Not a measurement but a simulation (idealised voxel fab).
Process module heading - voxel transistor to metal
The width of the displayed cross-section, cut, is 275 nm; its cells are square, with a size of 5 nm.
Think of the cross-section as a grid of square cells. We describe it in bands, top to bottom, and each band covers one or more rows of those cells. Basically the band line says how high the top is and how high the bottom is, in nm, and then what's in it from left to right, every material with its width in nm. Empty space shows up as "blank", and if a single material carries "everywhere" it runs the full band edge to edge. For the purposes of this specification, 0 denotes the height below which the wafer in its as-received condition is composed wholly of one material, and the lowermost band, lacking a lower limit, extends downward without end, as expressed in "0..down". The notation "30 to 40" denotes a width that varies across the rows of cells in the band, beginning at the first number in the top row, finishing at the second number in the bottom row, and changing by an identical amount from each row to the next. You'll sometimes find "no alteration" written for a step, and that's the way of saying that nowhere in the cross-section did a cell change during that step. In "Cavities, sealed" the enclosed voids are listed, meaning empty spaces of 8 cells or larger without any opening to the top. The form is width x height at distance, distance from the left edge, units nm. Formally, on a step line, whatever follows the settings is a remark that the simulator itself makes on the step. overlay nm: on a step with a mask, how far right of its planned place the mask lay; negative means left. So the way this works: pairs, before and after one process step. The after picture only goes down to the lowest band that actually changed, nothing below. Step and its settings are under each pair. And watch out, pairs might come from different runs of this module, same starting wafer though, so a pair only follows on from the one above if its "Pre-process cross-section" entry tells you so.
# Pre-process cross-section
25..10  SiO2 everywhere
10..5  50 of SiO2; 10 of SiN; 5 of HfO2; 5 of TiN; 5 of W; 5 of TiN; 5 of HfO2; 10 of SiN; 80 of SiO2; 10 of SiN; 5 of HfO2; 5 of TiN; 5 of W; 5 of TiN; 5 of HfO2; 10 of SiN; 55 of SiO2
5..0  20 of SiO2; 10 of SiN; 20 of nSi; 10 of SiN; 5 of HfO2; 15 of TiN; 5 of HfO2; 10 of SiN; 20 of nSi; 10 of SiN; 20 of SiO2; 10 of SiN; 20 of nSi; 10 of SiN; 5 of HfO2; 15 of TiN; 5 of HfO2; 10 of SiN; 20 of nSi; 10 of SiN; 25 of SiO2
0..-5  30 of SiO2; 20 of nSi; 5 of SiO2; 35 of HfO2; 5 of SiO2; 20 of nSi; 40 of SiO2; 20 of nSi; 5 of SiO2; 35 of HfO2; 5 of SiO2; 20 of nSi; 35 of SiO2
-5..-15  20 of SiO2; 10 of Si; 20 of nSi; 45 of Si; 20 of nSi; 10 of Si; 20 of SiO2; 10 of Si; 20 of nSi; 45 of Si; 20 of nSi; 10 of Si; 25 of SiO2
-15..-25  20 of SiO2; 105 of Si; 20 of SiO2; 105 of Si; 25 of SiO2
-25..down  Si everywhere
Cavities, sealed: none
# Structure After Step
40..25  aC everywhere
Everything below 25 is unchanged.
Cavities, sealed: none
Which step turns the before cross-section above into the after cross-section? op DIRECTIONAL_DEP | material aC | thk nm 15
Pre-process cross-section: see the after view in the pair directly above.
# Structure After Step
70..40  25 of resist; 20 of blank; 55 of resist; 20 of blank; 30 of resist; 20 of blank; 55 of resist; 20 of blank; 30 of resist
Everything below 40 is unchanged.
Cavities, sealed: none
Which step turns the before cross-section above into the after cross-section? op PATTERN | tone open | mask id CONTACT | material resist | width nm 20 | thk nm 30 | overlay nm 0
Pre-process cross-section: see the after view in the pair directly above.
# Structure After Step
55..40  25 of resist; 20 of blank; 55 of resist; 20 of blank; 30 of resist; 20 of blank; 55 of resist; 20 of blank; 30 of resist
40..25  25 of aC; 20 of blank; 55 of aC; 20 of blank; 30 of aC; 20 of blank; 55 of aC; 20 of blank; 30 of aC
Everything below 25 is unchanged.
Cavities, sealed: none
Which step turns the before cross-section above into the after cross-section? op DIRECTIONAL_ETCH | etch materials aC | depth nm 15
Pre-process cross-section: see the after view in the pair directly above.
# Structure After Step
40..25  25 of aC; 20 of blank; 55 of aC; 20 of blank; 30 of aC; 20 of blank; 55 of aC; 20 of blank; 30 of aC
Everything below 25 is unchanged.
Cavities, sealed: none
Which step turns the before cross-section above into the after cross-section? op STRIP | etch materials resist
Pre-process cross-section: see the after view in the pair directly above.
# Structure After Step
40..25  25 of aC; 20 of blank; 55 of aC; 20 of blank; 30 of aC; 20 of blank; 55 of aC; 20 of blank; 30 of aC
25..10  25 of SiO2; 20 of blank; 55 of SiO2; 20 of blank; 30 of SiO2; 20 of blank; 55 of SiO2; 20 of blank; 30 of SiO2
10..5  25 of SiO2; 20 of blank; 5 of SiO2; 10 of SiN; 5 of HfO2; 5 of TiN; 5 of W; 5 of TiN; 5 of HfO2; 10 of SiN; 5 of SiO2; 20 of blank; 30 of SiO2; 20 of blank; 5 of SiO2; 10 of SiN; 5 of HfO2; 5 of TiN; 5 of W; 5 of TiN; 5 of HfO2; 10 of SiN; 5 of SiO2; 20 of blank; 30 of SiO2
Everything below 5 is unchanged.
Cavities, sealed: none
Which step turns the before cross-section above into the after cross-section? op DIRECTIONAL_ETCH | etch materials SiO2 | depth nm 35
Pre-process cross-section: see the after view in the pair directly above.
# Structure After Step
25..10  25 of SiO2; 20 of blank; 55 of SiO2; 20 of blank; 30 of SiO2; 20 of blank; 55 of SiO2; 20 of blank; 30 of SiO2
Everything below 10 is unchanged.
Cavities, sealed: none
Which step turns the before cross-section above into the after cross-section? op STRIP | etch materials aC
Pre-process cross-section: see the after view in the pair directly above.
# Structure After Step
30..25  30 of TiN; 10 of blank; 65 of TiN; 10 of blank; 40 of TiN; 10 of blank; 65 of TiN; 10 of blank; 35 of TiN
25..10  25 of SiO2; 5 of TiN; 10 of blank; 5 of TiN; 55 of SiO2; 5 of TiN; 10 of blank; 5 of TiN; 30 of SiO2; 5 of TiN; 10 of blank; 5 of TiN; 55 of SiO2; 5 of TiN; 10 of blank; 5 of TiN; 30 of SiO2
10..5  25 of SiO2; 20 of TiN; 5 of SiO2; 10 of SiN; 5 of HfO2; 5 of TiN; 5 of W; 5 of TiN; 5 of HfO2; 10 of SiN; 5 of SiO2; 20 of TiN; 30 of SiO2; 20 of TiN; 5 of SiO2; 10 of SiN; 5 of HfO2; 5 of TiN; 5 of W; 5 of TiN; 5 of HfO2; 10 of SiN; 5 of SiO2; 20 of TiN; 30 of SiO2
Everything below 5 is unchanged.
Cavities, sealed: none
Which step turns the before cross-section above into the after cross-section? op CONFORMAL_DEP | material TiN | thk nm 5
Pre-process cross-section: see the after view in the pair directly above.
# Structure After Step
40..30  W everywhere
30..25  30 of TiN; 10 of W; 65 of TiN; 10 of W; 40 of TiN; 10 of W; 65 of TiN; 10 of W; 35 of TiN
25..10  25 of SiO2; 5 of TiN; 10 of W; 5 of TiN; 55 of SiO2; 5 of TiN; 10 of W; 5 of TiN; 30 of SiO2; 5 of TiN; 10 of W; 5 of TiN; 55 of SiO2; 5 of TiN; 10 of W; 5 of TiN; 30 of SiO2
Everything below 10 is unchanged.
Cavities, sealed: none
Which step turns the before cross-section above into the after cross-section? op FILL_DEP | material W | thk nm 10
Pre-process cross-section: see the after view in the pair directly above.
# Structure After Step
25..10  25 of SiO2; 5 of TiN; 10 of W; 5 of TiN; 55 of SiO2; 5 of TiN; 10 of W; 5 of TiN; 30 of SiO2; 5 of TiN; 10 of W; 5 of TiN; 55 of SiO2; 5 of TiN; 10 of W; 5 of TiN; 30 of SiO2
Everything below 10 is unchanged.
Cavities, sealed: none
Which step turns the before cross-section above into the after cross-section? op CMP | height nm 25
Pre-process cross-section: see the after view in the pair directly above.
# Structure After Step
30..25  TiN everywhere
Everything below 25 is unchanged.
Cavities, sealed: none
Which step turns the before cross-section above into the after cross-section? op DIRECTIONAL_DEP | material TiN | thk nm 5
Pre-process cross-section: see the after view in the pair directly above.
# Structure After Step
45..30  Ru everywhere
Everything below 30 is unchanged.
Cavities, sealed: none
Which step turns the before cross-section above into the after cross-section? op DIRECTIONAL_DEP | material Ru | thk nm 15
Pre-process cross-section: see the after view in the pair directly above.
# Structure After Step
60..45  25 of blank; 20 of resist; 55 of blank; 20 of resist; 30 of blank; 20 of resist; 55 of blank; 20 of resist; 30 of blank
Everything below 45 is unchanged.
Cavities, sealed: none
Which step turns the before cross-section above into the after cross-section? op PATTERN | tone cover | mask id METAL_1 | material resist | width nm 20 | thk nm 15 | overlay nm 0
Pre-process cross-section: see the after view in the pair directly above.
# Structure After Step
60..45  25 of blank; 20 of resist; 55 of blank; 20 of resist; 30 of blank; 20 of resist; 55 of blank; 20 of resist; 30 of blank
45..30  25 of blank; 20 of Ru; 55 of blank; 20 of Ru; 30 of blank; 20 of Ru; 55 of blank; 20 of Ru; 30 of blank
Everything below 30 is unchanged.
Cavities, sealed: none
Which step turns the before cross-section above into the after cross-section? op DIRECTIONAL_ETCH | etch materials Ru | depth nm 15
Pre-process cross-section: see the after view in the pair directly above.
# Structure After Step
60..45  25 of blank; 20 of resist; 55 of blank; 20 of resist; 30 of blank; 20 of resist; 55 of blank; 20 of resist; 30 of blank
45..30  25 of blank; 20 of Ru; 55 of blank; 20 of Ru; 30 of blank; 20 of Ru; 55 of blank; 20 of Ru; 30 of blank
30..25  25 of blank; 20 of TiN; 55 of blank; 20 of TiN; 30 of blank; 20 of TiN; 55 of blank; 20 of TiN; 30 of blank
Everything below 25 is unchanged.
Cavities, sealed: none
Which step turns the before cross-section above into the after cross-section? op DIRECTIONAL_ETCH | etch materials TiN | depth nm 5
Pre-process cross-section: see the after view in the pair directly above.
# Structure After Step
45..30  25 of blank; 20 of Ru; 55 of blank; 20 of Ru; 30 of blank; 20 of Ru; 55 of blank; 20 of Ru; 30 of blank
Everything below 30 is unchanged.
Cavities, sealed: none
Which step turns the before cross-section above into the after cross-section? op STRIP | etch materials resist
Pre-process cross-section: see the after view in the pair directly above.
# Structure After Step
50..45  SiO2 everywhere
45..30  25 of SiO2; 20 of Ru; 55 of SiO2; 20 of Ru; 30 of SiO2; 20 of Ru; 55 of SiO2; 20 of Ru; 30 of SiO2
30..25  25 of SiO2; 20 of TiN; 55 of SiO2; 20 of TiN; 30 of SiO2; 20 of TiN; 55 of SiO2; 20 of TiN; 30 of SiO2
Everything below 25 is unchanged.
Cavities, sealed: none
Which step turns the before cross-section above into the after cross-section? op FILL_DEP | material SiO2 | thk nm 5
Pre-process cross-section: see the after view in the pair directly above.
# Structure After Step
45..30  25 of SiO2; 20 of Ru; 55 of SiO2; 20 of Ru; 30 of SiO2; 20 of Ru; 55 of SiO2; 20 of Ru; 30 of SiO2
Everything below 30 is unchanged.
Cavities, sealed: none
Which step turns the before cross-section above into the after cross-section? op CMP | height nm 45
Pre-process cross-section: see the after view in the pair directly above.
# Structure After Step
50..45  SiCN everywhere
Everything below 45 is unchanged.
Cavities, sealed: none
Which step turns the before cross-section above into the after cross-section? op CONFORMAL_DEP | material SiCN | thk nm 5
# Pre-process cross-section
10..5  50 of SiO2; 10 of SiN; 5 of HfO2; 5 of TiN; 5 of W; 5 of TiN; 5 of HfO2; 10 of SiN; 80 of SiO2; 10 of SiN; 5 of HfO2; 5 of TiN; 5 of W; 5 of TiN; 5 of HfO2; 10 of SiN; 55 of SiO2
5..0  15 of SiO2; 10 of SiN; 25 of SiO2; 10 of SiN; 5 of HfO2; 5 of TiN; 5 of W; 5 of TiN; 5 of HfO2; 10 of SiN; 25 of SiO2; 10 of SiN; 10 of SiO2; 10 of SiN; 25 of SiO2; 10 of SiN; 5 of HfO2; 5 of TiN; 5 of W; 5 of TiN; 5 of HfO2; 10 of SiN; 25 of SiO2; 10 of SiN; 20 of SiO2
0..-5  15 of SiO2; 10 of SiN; 10 of nSi; 5 of SiO2; 10 of nSi; 10 of SiN; 5 of HfO2; 15 of TiN; 5 of HfO2; 10 of SiN; 10 of nSi; 5 of SiO2; 10 of nSi; 10 of SiN; 10 of SiO2; 10 of SiN; 10 of nSi; 5 of SiO2; 10 of nSi; 10 of SiN; 5 of HfO2; 15 of TiN; 5 of HfO2; 10 of SiN; 10 of nSi; 5 of SiO2; 10 of nSi; 10 of SiN; 20 of SiO2
-5..-10  25 of SiO2; 10 of nSi; 5 of SiO2; 10 of nSi; 5 of SiO2; 35 of HfO2; 5 of SiO2; 10 of nSi; 5 of SiO2; 10 of nSi; 30 of SiO2; 10 of nSi; 5 of SiO2; 10 of nSi; 5 of SiO2; 35 of HfO2; 5 of SiO2; 10 of nSi; 5 of SiO2; 10 of nSi; 30 of SiO2
-10..-20  20 of SiO2; 5 of Si; 25 of nSi; 45 of Si; 25 of nSi; 5 of Si; 20 of SiO2; 5 of Si; 25 of nSi; 45 of Si; 25 of nSi; 5 of Si; 25 of SiO2
-20..-25  20 of SiO2; 105 of Si; 20 of SiO2; 105 of Si; 25 of SiO2
-25..down  Si everywhere
Cavities, sealed: none
# Structure After Step
15..10  SiO2 everywhere
Everything below 10 is unchanged.
Cavities, sealed: none
Which step turns the before cross-section above into the after cross-section? op DIRECTIONAL_DEP | material SiO2 | thk nm 5
Pre-process cross-section: see the after view in the pair directly above.
# Structure After Step
30..15  aC everywhere
Everything below 15 is unchanged.
Cavities, sealed: none
Which step turns the before cross-section above into the after cross-section? op DIRECTIONAL_DEP | material aC | thk nm 15
Pre-process cross-section: see the after view in the pair directly above.
# Structure After Step
60..30  25 of resist; 20 of blank; 55 of resist; 20 of blank; 30 of resist; 20 of blank; 55 of resist; 20 of blank; 30 of resist
Everything below 30 is unchanged.
Cavities, sealed: none
Which step turns the before cross-section above into the after cross-section? op PATTERN | tone open | mask id CONTACT | material resist | width nm 20 | thk nm 30 | overlay nm 0
Pre-process cross-section: see the after view in the pair directly above.
# Structure After Step
45..30  25 of resist; 20 of blank; 55 of resist; 20 of blank; 30 of resist; 20 of blank; 55 of resist; 20 of blank; 30 of resist
30..15  25 of aC; 20 of blank; 55 of aC; 20 of blank; 30 of aC; 20 of blank; 55 of aC; 20 of blank; 30 of aC
Everything below 15 is unchanged.
Cavities, sealed: none
Which step turns the before cross-section above into the after cross-section? op DIRECTIONAL_ETCH | etch materials aC | depth nm 15
Pre-process cross-section: see the after view in the pair directly above.
# Structure After Step
30..15  25 of aC; 20 of blank; 55 of aC; 20 of blank; 30 of aC; 20 of blank; 55 of aC; 20 of blank; 30 of aC
Everything below 15 is unchanged.
Cavities, sealed: none
Which step turns the before cross-section above into the after cross-section? op STRIP | etch materials resist
Pre-process cross-section: see the after view in the pair directly above.
# Structure After Step
30..15  25 of aC; 20 of blank; 55 of aC; 20 of blank; 30 of aC; 20 of blank; 55 of aC; 20 of blank; 30 of aC
15..10  25 of SiO2; 20 of blank; 55 of SiO2; 20 of blank; 30 of SiO2; 20 of blank; 55 of SiO2; 20 of blank; 30 of SiO2
10..5  25 of SiO2; 20 of blank; 5 of SiO2; 10 of SiN; 5 of HfO2; 5 of TiN; 5 of W; 5 of TiN; 5 of HfO2; 10 of SiN; 5 of SiO2; 20 of blank; 30 of SiO2; 20 of blank; 5 of SiO2; 10 of SiN; 5 of HfO2; 5 of TiN; 5 of W; 5 of TiN; 5 of HfO2; 10 of SiN; 5 of SiO2; 20 of blank; 30 of SiO2
5..0  15 of SiO2; 10 of SiN; 20 of blank; 5 of SiO2; 10 of SiN; 5 of HfO2; 5 of TiN; 5 of W; 5 of TiN; 5 of HfO2; 10 of SiN; 5 of SiO2; 20 of blank; 10 of SiN; 10 of SiO2; 10 of SiN; 20 of blank; 5 of SiO2; 10 of SiN; 5 of HfO2; 5 of TiN; 5 of W; 5 of TiN; 5 of HfO2; 10 of SiN; 5 of SiO2; 20 of blank; 10 of SiN; 20 of SiO2
0..-5  15 of SiO2; 10 of SiN; 10 of nSi; 5 of blank; 10 of nSi; 10 of SiN; 5 of HfO2; 15 of TiN; 5 of HfO2; 10 of SiN; 10 of nSi; 5 of blank; 10 of nSi; 10 of SiN; 10 of SiO2; 10 of SiN; 10 of nSi; 5 of blank; 10 of nSi; 10 of SiN; 5 of HfO2; 15 of TiN; 5 of HfO2; 10 of SiN; 10 of nSi; 5 of blank; 10 of nSi; 10 of SiN; 20 of SiO2
-5..-10  25 of SiO2; 10 of nSi; 5 of blank; 10 of nSi; 5 of SiO2; 35 of HfO2; 5 of SiO2; 10 of nSi; 5 of blank; 10 of nSi; 30 of SiO2; 10 of nSi; 5 of blank; 10 of nSi; 5 of SiO2; 35 of HfO2; 5 of SiO2; 10 of nSi; 5 of blank; 10 of nSi; 30 of SiO2
Everything below -10 is unchanged.
Cavities, sealed: none
Which step turns the before cross-section above into the after cross-section? op DIRECTIONAL_ETCH | etch materials SiO2 | depth nm 35
Pre-process cross-section: see the after view in the pair directly above.
# Structure After Step
15..10  25 of SiO2; 20 of blank; 55 of SiO2; 20 of blank; 30 of SiO2; 20 of blank; 55 of SiO2; 20 of blank; 30 of SiO2
Everything below 10 is unchanged.
Cavities, sealed: none
Which step turns the before cross-section above into the after cross-section? op STRIP | etch materials aC
Pre-process cross-section: see the after view in the pair directly above.
# Structure After Step
20..15  30 of TiN; 10 of blank; 65 of TiN; 10 of blank; 40 of TiN; 10 of blank; 65 of TiN; 10 of blank; 35 of TiN
15..10  25 of SiO2; 5 of TiN; 10 of blank; 5 of TiN; 55 of SiO2; 5 of TiN; 10 of blank; 5 of TiN; 30 of SiO2; 5 of TiN; 10 of blank; 5 of TiN; 55 of SiO2; 5 of TiN; 10 of blank; 5 of TiN; 30 of SiO2
10..5  25 of SiO2; 5 of TiN; 10 of blank; 5 of TiN; 5 of SiO2; 10 of SiN; 5 of HfO2; 5 of TiN; 5 of W; 5 of TiN; 5 of HfO2; 10 of SiN; 5 of SiO2; 5 of TiN; 10 of blank; 5 of TiN; 30 of SiO2; 5 of TiN; 10 of blank; 5 of TiN; 5 of SiO2; 10 of SiN; 5 of HfO2; 5 of TiN; 5 of W; 5 of TiN; 5 of HfO2; 10 of SiN; 5 of SiO2; 5 of TiN; 10 of blank; 5 of TiN; 30 of SiO2
5..0  15 of SiO2; 10 of SiN; 20 of TiN; 5 of SiO2; 10 of SiN; 5 of HfO2; 5 of TiN; 5 of W; 5 of TiN; 5 of HfO2; 10 of SiN; 5 of SiO2; 20 of TiN; 10 of SiN; 10 of SiO2; 10 of SiN; 20 of TiN; 5 of SiO2; 10 of SiN; 5 of HfO2; 5 of TiN; 5 of W; 5 of TiN; 5 of HfO2; 10 of SiN; 5 of SiO2; 20 of TiN; 10 of SiN; 20 of SiO2
0..-5  15 of SiO2; 10 of SiN; 10 of nSi; 5 of TiN; 10 of nSi; 10 of SiN; 5 of HfO2; 15 of TiN; 5 of HfO2; 10 of SiN; 10 of nSi; 5 of TiN; 10 of nSi; 10 of SiN; 10 of SiO2; 10 of SiN; 10 of nSi; 5 of TiN; 10 of nSi; 10 of SiN; 5 of HfO2; 15 of TiN; 5 of HfO2; 10 of SiN; 10 of nSi; 5 of TiN; 10 of nSi; 10 of SiN; 20 of SiO2
-5..-10  25 of SiO2; 10 of nSi; 5 of TiN; 10 of nSi; 5 of SiO2; 35 of HfO2; 5 of SiO2; 10 of nSi; 5 of TiN; 10 of nSi; 30 of SiO2; 10 of nSi; 5 of TiN; 10 of nSi; 5 of SiO2; 35 of HfO2; 5 of SiO2; 10 of nSi; 5 of TiN; 10 of nSi; 30 of SiO2
Everything below -10 is unchanged.
Cavities, sealed: none
Which step turns the before cross-section above into the after cross-section? op CONFORMAL_DEP | material TiN | thk nm 5
Pre-process cross-section: see the after view in the pair directly above.
# Structure After Step
30..20  W everywhere
20..15  30 of TiN; 10 of W; 65 of TiN; 10 of W; 40 of TiN; 10 of W; 65 of TiN; 10 of W; 35 of TiN
15..10  25 of SiO2; 5 of TiN; 10 of W; 5 of TiN; 55 of SiO2; 5 of TiN; 10 of W; 5 of TiN; 30 of SiO2; 5 of TiN; 10 of W; 5 of TiN; 55 of SiO2; 5 of TiN; 10 of W; 5 of TiN; 30 of SiO2
10..5  25 of SiO2; 5 of TiN; 10 of W; 5 of TiN; 5 of SiO2; 10 of SiN; 5 of HfO2; 5 of TiN; 5 of W; 5 of TiN; 5 of HfO2; 10 of SiN; 5 of SiO2; 5 of TiN; 10 of W; 5 of TiN; 30 of SiO2; 5 of TiN; 10 of W; 5 of TiN; 5 of SiO2; 10 of SiN; 5 of HfO2; 5 of TiN; 5 of W; 5 of TiN; 5 of HfO2; 10 of SiN; 5 of SiO2; 5 of TiN; 10 of W; 5 of TiN; 30 of SiO2
Everything below 5 is unchanged.
Cavities, sealed: none
Which step turns the before cross-section above into the after cross-section? op FILL_DEP | material W | thk nm 10
Pre-process cross-section: see the after view in the pair directly above.
# Structure After Step
25..20  W everywhere
Everything below 20 is unchanged.
Cavities, sealed: none
Which step turns the before cross-section above into the after cross-section? op CMP | height nm 25
Pre-process cross-section: see the after view in the pair directly above.
# Structure After Step
30..25  TiN everywhere
Everything below 25 is unchanged.
Cavities, sealed: none
Which step turns the before cross-section above into the after cross-section? op DIRECTIONAL_DEP | material TiN | thk nm 5
Pre-process cross-section: see the after view in the pair directly above.
# Structure After Step
45..30  Ru everywhere
Everything below 30 is unchanged.
Cavities, sealed: none
Which step turns the before cross-section above into the after cross-section? op DIRECTIONAL_DEP | material Ru | thk nm 15
Pre-process cross-section: see the after view in the pair directly above.
# Structure After Step
60..45  25 of blank; 20 of resist; 55 of blank; 20 of resist; 30 of blank; 20 of resist; 55 of blank; 20 of resist; 30 of blank
Everything below 45 is unchanged.
Cavities, sealed: none
Which step turns the before cross-section above into the after cross-section? op PATTERN | tone cover | mask id METAL_1 | material resist | width nm 20 | thk nm 15 | overlay nm 0
Pre-process cross-section: see the after view in the pair directly above.
# Structure After Step
60..45  25 of blank; 20 of resist; 55 of blank; 20 of resist; 30 of blank; 20 of resist; 55 of blank; 20 of resist; 30 of blank
45..30  25 of blank; 20 of Ru; 55 of blank; 20 of Ru; 30 of blank; 20 of Ru; 55 of blank; 20 of Ru; 30 of blank
Everything below 30 is unchanged.
Cavities, sealed: none
Which step turns the before cross-section above into the after cross-section? op DIRECTIONAL_ETCH | etch materials Ru | depth nm 15
Pre-process cross-section: see the after view in the pair directly above.
# Structure After Step
60..45  25 of blank; 20 of resist; 55 of blank; 20 of resist; 30 of blank; 20 of resist; 55 of blank; 20 of resist; 30 of blank
45..30  25 of blank; 20 of Ru; 55 of blank; 20 of Ru; 30 of blank; 20 of Ru; 55 of blank; 20 of Ru; 30 of blank
30..25  25 of blank; 20 of TiN; 55 of blank; 20 of TiN; 30 of blank; 20 of TiN; 55 of blank; 20 of TiN; 30 of blank
Everything below 25 is unchanged.
Cavities, sealed: none
Which step turns the before cross-section above into the after cross-section? op DIRECTIONAL_ETCH | etch materials TiN | depth nm 5
Pre-process cross-section: see the after view in the pair directly above.
# Structure After Step
45..30  25 of blank; 20 of Ru; 55 of blank; 20 of Ru; 30 of blank; 20 of Ru; 55 of blank; 20 of Ru; 30 of blank
Everything below 30 is unchanged.
Cavities, sealed: none
Which step turns the before cross-section above into the after cross-section? op STRIP | etch materials resist
Pre-process cross-section: see the after view in the pair directly above.
# Structure After Step
50..45  SiO2 everywhere
45..30  25 of SiO2; 20 of Ru; 55 of SiO2; 20 of Ru; 30 of SiO2; 20 of Ru; 55 of SiO2; 20 of Ru; 30 of SiO2
30..25  25 of SiO2; 20 of TiN; 55 of SiO2; 20 of TiN; 30 of SiO2; 20 of TiN; 55 of SiO2; 20 of TiN; 30 of SiO2
Everything below 25 is unchanged.
Cavities, sealed: none
Which step turns the before cross-section above into the after cross-section? op FILL_DEP | material SiO2 | thk nm 5
Pre-process cross-section: see the after view in the pair directly above.
# Structure After Step
45..30  25 of SiO2; 20 of Ru; 55 of SiO2; 20 of Ru; 30 of SiO2; 20 of Ru; 55 of SiO2; 20 of Ru; 30 of SiO2
Everything below 30 is unchanged.
Cavities, sealed: none
Which step turns the before cross-section above into the after cross-section? op CMP | height nm 45
Pre-process cross-section: see the after view in the pair directly above.
# Structure After Step
50..45  SiCN everywhere
Everything below 45 is unchanged.
Cavities, sealed: none
Which step turns the before cross-section above into the after cross-section? op CONFORMAL_DEP | material SiCN | thk nm 5
# Pre-process cross-section
50..40  15 of aC; 115 of blank; 10 of aC; 115 of blank; 20 of aC
40..30  15 of SiCN; 115 of aC; 10 of SiCN; 115 of aC; 20 of SiCN
30..25  SiCN everywhere
25..15  15 of polySi; 115 of SiCN; 10 of polySi; 115 of SiCN; 20 of polySi
15..5  polySi everywhere
5..-5  15 of SiO2; 115 of polySi; 10 of SiO2; 115 of polySi; 20 of SiO2
-5..-10  SiO2 everywhere
-10..-25  20 of SiO2; 105 of Si; 20 of SiO2; 105 of Si; 25 of SiO2
-25..down  Si everywhere
Cavities, sealed: none
# Structure After Step
80..50  65 of blank; 15 of resist; 110 of blank; 15 of resist; 70 of blank
50..40  15 of aC; 50 of blank; 15 of resist; 50 of blank; 10 of aC; 50 of blank; 15 of resist; 50 of blank; 20 of aC
Everything below 40 is unchanged.
Cavities, sealed: none
Which step turns the before cross-section above into the after cross-section? op PATTERN | tone cover | mask id GATE | material resist | width nm 15 | pitch nm 125 | thk nm 30 | overlay nm 0
Pre-process cross-section: see the after view in the pair directly above.
# Structure After Step
70..40  65 of blank; 15 of resist; 110 of blank; 15 of resist; 70 of blank
40..30  15 of SiCN; 50 of blank; 15 of aC; 50 of blank; 10 of SiCN; 50 of blank; 15 of aC; 50 of blank; 20 of SiCN
Everything below 30 is unchanged.
Cavities, sealed: none
Which step turns the before cross-section above into the after cross-section? op DIRECTIONAL_ETCH | etch materials aC | depth nm 10
Pre-process cross-section: see the after view in the pair directly above.
# Structure After Step
40..30  15 of SiCN; 50 of blank; 15 of aC; 50 of blank; 10 of SiCN; 50 of blank; 15 of aC; 50 of blank; 20 of SiCN
Everything below 30 is unchanged.
Cavities, sealed: none
Which step turns the before cross-section above into the after cross-section? op STRIP | etch materials resist
Pre-process cross-section: see the after view in the pair directly above.
# Structure After Step
40..30  65 of blank; 15 of aC; 110 of blank; 15 of aC; 70 of blank
30..25  65 of blank; 15 of SiCN; 110 of blank; 15 of SiCN; 70 of blank
25..15  15 of polySi; 50 of blank; 15 of SiCN; 50 of blank; 10 of polySi; 50 of blank; 15 of SiCN; 50 of blank; 20 of polySi
Everything below 15 is unchanged.
Cavities, sealed: none
Which step turns the before cross-section above into the after cross-section? op DIRECTIONAL_ETCH | etch materials SiCN | depth nm 25
Pre-process cross-section: see the after view in the pair directly above.
# Structure After Step
40..30  65 of blank; 15 of aC; 110 of blank; 15 of aC; 70 of blank
30..15  65 of blank; 15 of SiCN; 110 of blank; 15 of SiCN; 70 of blank
15..5  65 of blank; 15 of polySi; 110 of blank; 15 of polySi; 70 of blank
5..-5  15 of SiO2; 50 of blank; 15 of polySi; 50 of blank; 10 of SiO2; 50 of blank; 15 of polySi; 50 of blank; 20 of SiO2
Everything below -5 is unchanged.
Cavities, sealed: none
Which step turns the before cross-section above into the after cross-section? op DIRECTIONAL_ETCH | etch materials polySi | depth nm 30
Pre-process cross-section: see the after view in the pair directly above.
# Structure After Step
30..15  65 of blank; 15 of SiCN; 110 of blank; 15 of SiCN; 70 of blank
Everything below 15 is unchanged.
Cavities, sealed: none
Which step turns the before cross-section above into the after cross-section? op STRIP | etch materials aC
Pre-process cross-section: see the after view in the pair directly above.
# Structure After Step
40..30  55 of blank; 35 of SiN; 90 of blank; 35 of SiN; 60 of blank
30..15  55 of blank; 10 of SiN; 15 of SiCN; 10 of SiN; 90 of blank; 10 of SiN; 15 of SiCN; 10 of SiN; 60 of blank
15..5  25 of SiN; 30 of blank; 10 of SiN; 15 of polySi; 10 of SiN; 30 of blank; 30 of SiN; 30 of blank; 10 of SiN; 15 of polySi; 10 of SiN; 30 of blank; 30 of SiN
5..-5  15 of SiO2; 50 of SiN; 15 of polySi; 50 of SiN; 10 of SiO2; 50 of SiN; 15 of polySi; 50 of SiN; 20 of SiO2
Everything below -5 is unchanged.
Cavities, sealed: none
Which step turns the before cross-section above into the after cross-section? op CONFORMAL_DEP | material SiN | thk nm 10
Pre-process cross-section: see the after view in the pair directly above.
# Structure After Step
30..15  55 of blank; 10 of SiN; 15 of SiCN; 10 of SiN; 90 of blank; 10 of SiN; 15 of SiCN; 10 of SiN; 60 of blank
15..5  55 of blank; 10 of SiN; 15 of polySi; 10 of SiN; 90 of blank; 10 of SiN; 15 of polySi; 10 of SiN; 60 of blank
5..-5  15 of SiO2; 10 of SiN; 30 of blank; 10 of SiN; 15 of polySi; 10 of SiN; 30 of blank; 10 of SiN; 10 of SiO2; 10 of SiN; 30 of blank; 10 of SiN; 15 of polySi; 10 of SiN; 30 of blank; 10 of SiN; 20 of SiO2
Everything below -5 is unchanged.
Cavities, sealed: none
Which step turns the before cross-section above into the after cross-section? op DIRECTIONAL_ETCH | etch materials SiN | depth nm 10
Pre-process cross-section: see the after view in the pair directly above.
# Structure After Step
30..15  55 of blank; 10 of SiN; 15 of SiCN; 10 of SiN; 90 of blank; 10 of SiN; 15 of SiCN; 10 of SiN; 60 of blank
15..5  55 of blank; 10 of SiN; 15 of polySi; 10 of SiN; 90 of blank; 10 of SiN; 15 of polySi; 10 of SiN; 60 of blank
5..0  15 of blank; 10 of SiN; 30 of blank; 10 of SiN; 15 of polySi; 10 of SiN; 30 of blank; 10 of SiN; 10 of blank; 10 of SiN; 30 of blank; 10 of SiN; 15 of polySi; 10 of SiN; 30 of blank; 10 of SiN; 20 of blank
0..-5  15 of SiO2; 10 of SiN; 30 of blank; 10 of SiN; 15 of polySi; 10 of SiN; 30 of blank; 10 of SiN; 10 of SiO2; 10 of SiN; 30 of blank; 10 of SiN; 15 of polySi; 10 of SiN; 30 of blank; 10 of SiN; 20 of SiO2
-5..-10  25 of SiO2; 30 of blank; 35 of SiO2; 30 of blank; 30 of SiO2; 30 of blank; 35 of SiO2; 30 of blank; 30 of SiO2
Everything below -10 is unchanged.
Cavities, sealed: none
Which step turns the before cross-section above into the after cross-section? op DIRECTIONAL_ETCH | etch materials SiO2 | depth nm 5
